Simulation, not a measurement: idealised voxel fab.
Process module under the name voxel transistor to metal
Cross-section cut: width 200 nm, square cells of 5 nm.
Reading order for cross-sections: top band down to bottom band. Underlying form: a grid of square cells. Band size: one or more rows of cells.
Top, bottom (nm), then materials left to right with widths (nm); lone material tagged "everywhere" fills the whole band edge to edge; "air" = empty space.
Where do heights start? At 0: under that level the wafer as delivered is made of one material only. And the lowest band has no floor; it just carries on downward, as in "from 0 down".
A width such as "30->40" changes by the same amount from each row of cells to the next, from the band's top row to its bottom row.
"remained the same" for a step: no cell of the cross-section changed in that step.
In "Enclosed internal cavities" the enclosed voids are listed, meaning empty spaces of 8 cells or larger without any opening to the top. The form is width x height at distance, distance from the left edge, units nm.
That trailing text on a step's line, after the settings, is the simulator's own remark on the step.
overlay nm, on a step with a mask: how far to the right of its planned place the mask lay; to the left if negative

# plan
step 1: RECEIVE, material Si
step 2: CONFORMAL_DEP, material SiO2, thk nm 5
step 3: CONFORMAL_DEP, material SiN, thk nm 15
step 4: MASKED_ETCH, tone cover, mask id ACTIVE, width nm 110, etch materials SiN, depth nm 15, overlay nm 0
step 5: MASKED_ETCH, tone cover, mask id ACTIVE, width nm 110, etch materials SiO2, depth nm 5, overlay nm 0
step 6: MASKED_ETCH, tone cover, mask id ACTIVE, width nm 110, etch materials Si, depth nm 30, overlay nm 0
step 7: FILL_DEP, material SiO2, thk nm 15
step 8: CMP, height nm 20
step 9: SELECTIVE_ETCH, etch materials SiO2, depth nm 5
step 10: STRIP, etch materials SiN
step 11: SELECTIVE_ETCH, etch materials SiO2, depth nm 5
step 12: OXIDIZE, depth nm 5
step 13: DIRECTIONAL_DEP, material polySi, thk nm 20
step 14: DIRECTIONAL_DEP, material SiCN, thk nm 10
step 15: PATTERN, tone cover, mask id GATE, material resist, width nm 20, thk nm 20, overlay nm -15
step 16: DIRECTIONAL_ETCH, etch materials SiCN, depth nm 20
step 17: DIRECTIONAL_ETCH, etch materials polySi, depth nm 30
step 18: STRIP, etch materials resist
step 19: CONFORMAL_DEP, material SiN, thk nm 5
step 20: DIRECTIONAL_ETCH, etch materials SiN, depth nm 5
step 21: DIRECTIONAL_ETCH, etch materials SiO2, depth nm 5
step 22: DIRECTIONAL_ETCH, etch materials Si, depth nm 10
step 23: EPI, material SiGe, thk nm 10
step 24: FILL_DEP, material SiO2, thk nm 10
step 25: CMP, height nm 30
step 26: DIRECTIONAL_DEP, material SiO2, thk nm 10
step 27: MASKED_ETCH, tone open, mask id CONTACT, width nm 15, pitch nm 75, etch materials SiO2, depth nm 45, overlay nm 0
step 28: CONFORMAL_DEP, material TiN, thk nm 5
step 29: FILL_DEP, material W, thk nm 10
step 30: CMP, height nm 40
step 31: CONFORMAL_DEP, material SiCN, thk nm 5
step 32: DIRECTIONAL_DEP, material lowk, thk nm 20
step 33: MASKED_ETCH, tone open, mask id METAL_1, width nm 15, pitch nm 75, etch materials lowk, depth nm 20, overlay nm 0
step 34: MASKED_ETCH, tone open, mask id METAL_1, width nm 15, pitch nm 75, etch materials SiCN, depth nm 5, overlay nm 0
step 35: CONFORMAL_DEP, material TiN, thk nm 5
step 36: FILL_DEP, material Cu, thk nm 5
step 37: CMP, height nm 65
step 38: EPI, material Ru, thk nm 5
step 39: FILL_DEP, material SiCN, thk nm 5
The plan's step 15 overlay nm is the first wafer's value; the wafers differ in this setting and start identical.

# Cross-sectional view of the first of several wafers in the as-received condition, corresponding to the state following step 1
    from 0 down: Si everywhere
    Enclosed internal cavities: none

# Basically each wafer gets a line in the table, showing it at the end of the module: material by material, the cells it gained (+) or lost (-) since we got it, then its closed voids
overlay nm -15 | +8 Cu | +10 Ru | -162 Si | +112 SiCN | +40 SiGe | +16 SiN | +352 SiO2 | +58 TiN | +14 W | +136 lowk | +16 polySi | Enclosed internal cavities: none
overlay nm -10 | +8 Cu | +10 Ru | -162 Si | +112 SiCN | +40 SiGe | +16 SiN | +350 SiO2 | +60 TiN | +14 W | +136 lowk | +16 polySi | Enclosed internal cavities: none
overlay nm -5 | +8 Cu | +10 Ru | -162 Si | +112 SiCN | +40 SiGe | +16 SiN | +348 SiO2 | +60 TiN | +16 W | +136 lowk | +16 polySi | Enclosed internal cavities: none
overlay nm 0 | +8 Cu | +10 Ru | -162 Si | +112 SiCN | +40 SiGe | +16 SiN | +348 SiO2 | +60 TiN | +16 W | +136 lowk | +16 polySi | Enclosed internal cavities: none
overlay nm 5 | +8 Cu | +10 Ru | -162 Si | +112 SiCN | +40 SiGe | +16 SiN | +348 SiO2 | +60 TiN | +16 W | +136 lowk | +16 polySi | Enclosed internal cavities: none
overlay nm 10 | +8 Cu | +10 Ru | -162 Si | +112 SiCN | +40 SiGe | +16 SiN | +350 SiO2 | +60 TiN | +14 W | +136 lowk | +16 polySi | Enclosed internal cavities: none
overlay nm 15 | +8 Cu | +10 Ru | -162 Si | +112 SiCN | +40 SiGe | +16 SiN | +352 SiO2 | +58 TiN | +14 W | +136 lowk | +16 polySi | Enclosed internal cavities: none
